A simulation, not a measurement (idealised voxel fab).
process module | voxel self aligned vias
cross-section cut | 290 nm wide | cells 5 nm
A cross-section is a grid of square cells, given in bands from the top down. A band is one or more rows of cells.
Each band's line starts with the height of the band's top and of its bottom, in nm. Then come its materials from left to right, each with its width in nm. One material with "throughout" fills the band from edge to edge. "air" is empty space.
Height 0 is the level under which the wafer as received is all one material. The lowest band goes on downwards, as in "0 down".
A width such as "30 to 40" changes by the same amount from each row of cells to the next, from the band's top row to its bottom row.
"no change" after a step means that no cell of the cross-section changed.
closed voids: empty space of 8 cells or more with no open way to the top, each as width x height at its distance from the left edge, in nm
after a step's settings: what the simulator itself notes on the step
overlay nm, on a step with a mask: how far to the right of its planned place the mask lay; to the left if negative
plan
1 op RECEIVE | material Si
2 op CONFORMAL_DEP | material SiO2 | thk nm 15
3 op CONFORMAL_DEP | material SiCN | thk nm 5
4 op DIRECTIONAL_DEP | material SiO2 | thk nm 20
5 op MASKED_ETCH | tone open | mask id LINES | width nm 30 | pitch nm 65 | etch materials SiO2 | depth nm 20 | overlay nm 0
6 op CONFORMAL_DEP | material TiN | thk nm 5
7 op FILL_DEP | material Ru | thk nm 10
8 op CMP | height nm 40
9 op SELECTIVE_ETCH | etch materials W Ru TiN | depth nm 5
10 op FILL_DEP | material SiN | thk nm 10
11 op CMP | height nm 40
12 op DIRECTIONAL_DEP | material SiO2 | thk nm 15
13 op DIRECTIONAL_DEP | material aC | thk nm 10
14 op PATTERN | tone open | mask id VIAS | material resist | width nm 40 | pitch nm 130 | thk nm 30 | overlay nm 0
15 op DIRECTIONAL_ETCH | etch materials aC | depth nm 10
16 op STRIP | etch materials resist
17 op DIRECTIONAL_ETCH | etch materials SiO2 | depth nm 15
18 op DIRECTIONAL_ETCH | etch materials SiN | depth nm 5
19 op STRIP | etch materials aC
20 op CONFORMAL_DEP | material TiN | thk nm 5
21 op FILL_DEP | material W | thk nm 10
22 op CMP | height nm 55
23 op CONFORMAL_DEP | material SiCN | thk nm 5
first wafer, as planned
as received, after step 1
  0 down: Si throughout
  closed voids: none
after step 2
  15 to 0: SiO2 throughout
  below 0: unchanged
after step 3
  20 to 15: SiCN throughout
  below 15: unchanged
after step 4
  40 to 20: SiO2 throughout
  below 20: unchanged
after step 5
  40 to 20: SiO2 65 | air 30 | SiO2 35 | air 30 | SiO2 35 | air 30 | SiO2 65
  below 20: unchanged
after step 6
  45 to 40: TiN 70 | air 20 | TiN 45 | air 20 | TiN 45 | air 20 | TiN 70
  40 to 25: SiO2 65 | TiN 5 | air 20 | TiN 5 | SiO2 35 | TiN 5 | air 20 | TiN 5 | SiO2 35 | TiN 5 | air 20 | TiN 5 | SiO2 65
  25 to 20: SiO2 65 | TiN 30 | SiO2 35 | TiN 30 | SiO2 35 | TiN 30 | SiO2 65
  below 20: unchanged
after step 7
  55 to 45: Ru throughout
  45 to 40: TiN 70 | Ru 20 | TiN 45 | Ru 20 | TiN 45 | Ru 20 | TiN 70
  40 to 25: SiO2 65 | TiN 5 | Ru 20 | TiN 5 | SiO2 35 | TiN 5 | Ru 20 | TiN 5 | SiO2 35 | TiN 5 | Ru 20 | TiN 5 | SiO2 65
  below 25: unchanged
after step 8
  40 to 25: SiO2 65 | TiN 5 | Ru 20 | TiN 5 | SiO2 35 | TiN 5 | Ru 20 | TiN 5 | SiO2 35 | TiN 5 | Ru 20 | TiN 5 | SiO2 65
  below 25: unchanged
after step 9
  40 to 35: SiO2 65 | air 30 | SiO2 35 | air 30 | SiO2 35 | air 30 | SiO2 65
  below 35: unchanged
after step 10
  50 to 40: SiN throughout
  40 to 35: SiO2 65 | SiN 30 | SiO2 35 | SiN 30 | SiO2 35 | SiN 30 | SiO2 65
  below 35: unchanged
after step 11
  40 to 35: SiO2 65 | SiN 30 | SiO2 35 | SiN 30 | SiO2 35 | SiN 30 | SiO2 65
  below 35: unchanged
after step 12
  55 to 40: SiO2 throughout
  below 40: unchanged
after step 13
  65 to 55: aC throughout
  below 55: unchanged
after step 14
  95 to 65: resist 60 | air 40 | resist 90 | air 40 | resist 60
  below 65: unchanged
after step 15
  85 to 65: resist 60 | air 40 | resist 90 | air 40 | resist 60
  65 to 55: aC 60 | air 40 | aC 90 | air 40 | aC 60
  below 55: unchanged
after step 16
  65 to 55: aC 60 | air 40 | aC 90 | air 40 | aC 60
  below 55: unchanged
after step 17
  65 to 55: aC 60 | air 40 | aC 90 | air 40 | aC 60
  55 to 40: SiO2 60 | air 40 | SiO2 90 | air 40 | SiO2 60
  below 40: unchanged
after step 18
  65 to 55: aC 60 | air 40 | aC 90 | air 40 | aC 60
  55 to 40: SiO2 60 | air 40 | SiO2 90 | air 40 | SiO2 60
  40 to 35: SiO2 65 | air 30 | SiO2 35 | SiN 30 | SiO2 35 | air 30 | SiO2 65
  below 35: unchanged
after step 19
  55 to 40: SiO2 60 | air 40 | SiO2 90 | air 40 | SiO2 60
  below 40: unchanged
after step 20
  60 to 55: TiN 65 | air 30 | TiN 100 | air 30 | TiN 65
  55 to 45: SiO2 60 | TiN 5 | air 30 | TiN 5 | SiO2 90 | TiN 5 | air 30 | TiN 5 | SiO2 60
  45 to 40: SiO2 60 | TiN 10 | air 20 | TiN 10 | SiO2 90 | TiN 10 | air 20 | TiN 10 | SiO2 60
  40 to 35: SiO2 65 | TiN 30 | SiO2 35 | SiN 30 | SiO2 35 | TiN 30 | SiO2 65
  below 35: unchanged
after step 21
  70 to 60: W throughout
  60 to 55: TiN 65 | W 30 | TiN 100 | W 30 | TiN 65
  55 to 45: SiO2 60 | TiN 5 | W 30 | TiN 5 | SiO2 90 | TiN 5 | W 30 | TiN 5 | SiO2 60
  45 to 40: SiO2 60 | TiN 10 | W 20 | TiN 10 | SiO2 90 | TiN 10 | W 20 | TiN 10 | SiO2 60
  below 40: unchanged
after step 22
  55 to 45: SiO2 60 | TiN 5 | W 30 | TiN 5 | SiO2 90 | TiN 5 | W 30 | TiN 5 | SiO2 60
  below 45: unchanged
after step 23
  60 to 55: SiCN throughout
  below 55: unchanged
second wafer: like start, like plan, one mistake. Through step 13 it matches the first wafer
when step 14 should have ended
  95 to 65: resist 50 | air 40 | resist 90 | air 40 | resist 70
  below 65: unchanged
when step 15 should have ended
  85 to 65: resist 50 | air 40 | resist 90 | air 40 | resist 70
  65 to 55: aC 50 | air 40 | aC 90 | air 40 | aC 70
  below 55: unchanged
when step 16 should have ended
  65 to 55: aC 50 | air 40 | aC 90 | air 40 | aC 70
  below 55: unchanged
when step 17 should have ended
  65 to 55: aC 50 | air 40 | aC 90 | air 40 | aC 70
  55 to 40: SiO2 50 | air 40 | SiO2 90 | air 40 | SiO2 70
  below 40: unchanged
when step 18 should have ended
  65 to 55: aC 50 | air 40 | aC 90 | air 40 | aC 70
  55 to 40: SiO2 50 | air 40 | SiO2 90 | air 40 | SiO2 70
  40 to 35: SiO2 65 | air 25 | SiN 5 | SiO2 35 | SiN 30 | SiO2 35 | air 25 | SiN 5 | SiO2 65
  below 35: unchanged
when step 19 should have ended
  55 to 40: SiO2 50 | air 40 | SiO2 90 | air 40 | SiO2 70
  below 40: unchanged
when step 20 should have ended
  60 to 55: TiN 55 | air 30 | TiN 100 | air 30 | TiN 75
  55 to 45: SiO2 50 | TiN 5 | air 30 | TiN 5 | SiO2 90 | TiN 5 | air 30 | TiN 5 | SiO2 70
  45 to 40: SiO2 50 | TiN 20 | air 15 | TiN 5 | SiO2 90 | TiN 20 | air 15 | TiN 5 | SiO2 70
  40 to 35: SiO2 65 | TiN 25 | SiN 5 | SiO2 35 | SiN 30 | SiO2 35 | TiN 25 | SiN 5 | SiO2 65
  below 35: unchanged
when step 21 should have ended
  70 to 60: W throughout
  60 to 55: TiN 55 | W 30 | TiN 100 | W 30 | TiN 75
  55 to 45: SiO2 50 | TiN 5 | W 30 | TiN 5 | SiO2 90 | TiN 5 | W 30 | TiN 5 | SiO2 70
  45 to 40: SiO2 50 | TiN 20 | W 15 | TiN 5 | SiO2 90 | TiN 20 | W 15 | TiN 5 | SiO2 70
  below 40: unchanged
when step 22 should have ended
  55 to 45: SiO2 50 | TiN 5 | W 30 | TiN 5 | SiO2 90 | TiN 5 | W 30 | TiN 5 | SiO2 70
  below 45: unchanged
when step 23 should have ended
  60 to 55: SiCN throughout
  below 55: unchanged
what went wrong: step 14 ran as: op PATTERN | tone open | mask id VIAS | material resist | width nm 40 | pitch nm 130 | thk nm 30 | overlay nm -10
at the end the second wafer has, in cells: 2 more of SiN | 2 fewer of W
